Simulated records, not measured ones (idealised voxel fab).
process module | voxel self aligned vias
cross-section cut | 185 nm wide | cells 5 nm
A cross-section is a grid of square cells, given in bands from the top down. A band is one or more rows of cells.
Each band's line starts with the height of the band's top and of its bottom, in nm. Then come its materials from left to right, each with its width in nm. One material with "throughout" fills the band from edge to edge. "air" is empty space.
Height 0 is the level under which the wafer as received is all one material. The lowest band goes on downwards, as in "0 down".
A width such as "30 to 40" changes by the same amount from each row of cells to the next, from the band's top row to its bottom row.
"no change" after a step means that no cell of the cross-section changed.
closed voids: empty space of 8 cells or more with no open way to the top, each as width x height at its distance from the left edge, in nm
after a step's settings: what the simulator itself notes on the step
overlay nm, on a step with a mask: how far to the right of its planned place the mask lay; to the left if negative
plan
1 op RECEIVE | material Si
2 op CONFORMAL_DEP | material SiO2 | thk nm 10
3 op CONFORMAL_DEP | material SiCN | thk nm 5
4 op DIRECTIONAL_DEP | material SiO2 | thk nm 30
5 op PATTERN | tone open | mask id LINES | material resist | width nm 20 | pitch nm 55 | thk nm 15 | overlay nm 0
6 op DIRECTIONAL_ETCH | etch materials SiO2 | depth nm 30
7 op STRIP | etch materials resist
8 op CONFORMAL_DEP | material TiN | thk nm 5
9 op FILL_DEP | material Ru | thk nm 10
10 op CMP | height nm 45
11 op SELECTIVE_ETCH | etch materials W Ru TiN | depth nm 5
12 op FILL_DEP | material SiN | thk nm 10
13 op CMP | height nm 45
14 op DIRECTIONAL_DEP | material SiO2 | thk nm 15
15 op PATTERN | tone open | mask id VIAS | material resist | width nm 30 | pitch nm 55 | thk nm 20 | overlay nm 0
16 op DIRECTIONAL_ETCH | etch materials SiO2 | depth nm 15
17 op DIRECTIONAL_ETCH | etch materials SiN | depth nm 5
18 op STRIP | etch materials resist
19 op CONFORMAL_DEP | material TiN | thk nm 5
20 op FILL_DEP | material Cu | thk nm 10
21 op CMP | height nm 60
22 op CONFORMAL_DEP | material SiN | thk nm 5
as received, after step 1
  0 down: Si throughout
  closed voids: none
first wafer at the end, as planned
  65 to 60: SiN throughout
  60 to 50: SiO2 50 | TiN 5 | Cu 20 | TiN 5 | SiO2 25 | TiN 5 | Cu 20 | TiN 5 | SiO2 50
  50 to 45: SiO2 50 | TiN 10 | Cu 10 | TiN 10 | SiO2 25 | TiN 10 | Cu 10 | TiN 10 | SiO2 50
  45 to 40: SiO2 55 | TiN 20 | SiO2 35 | TiN 20 | SiO2 55
  40 to 20: SiO2 55 | TiN 5 | Ru 10 | TiN 5 | SiO2 35 | TiN 5 | Ru 10 | TiN 5 | SiO2 55
  20 to 15: SiO2 55 | TiN 20 | SiO2 35 | TiN 20 | SiO2 55
  15 to 10: SiCN throughout
  10 to 0: SiO2 throughout
  0 down: Si throughout
  closed voids: none
second wafer at the end: like start, like plan, one mistake
  65 to 60: SiN throughout
  60 to 50: SiO2 40 | TiN 5 | Cu 20 | TiN 5 | SiO2 25 | TiN 5 | Cu 20 | TiN 5 | SiO2 60
  50 to 45: SiO2 40 | TiN 20 | Cu 5 | TiN 5 | SiO2 25 | TiN 20 | Cu 5 | TiN 5 | SiO2 60
  45 to 40: SiO2 55 | TiN 15 | SiN 5 | SiO2 35 | TiN 15 | SiN 5 | SiO2 55
  40 to 20: SiO2 55 | TiN 5 | Ru 10 | TiN 5 | SiO2 35 | TiN 5 | Ru 10 | TiN 5 | SiO2 55
  20 to 15: SiO2 55 | TiN 20 | SiO2 35 | TiN 20 | SiO2 55
  15 to 10: SiCN throughout
  10 to 0: SiO2 throughout
  0 down: Si throughout
  closed voids: none
what went wrong: step 15 ran as: op PATTERN | tone open | mask id VIAS | material resist | width nm 30 | pitch nm 55 | thk nm 20 | overlay nm -10
at the end the second wafer has, in cells: 2 fewer of Cu | 2 more of SiN
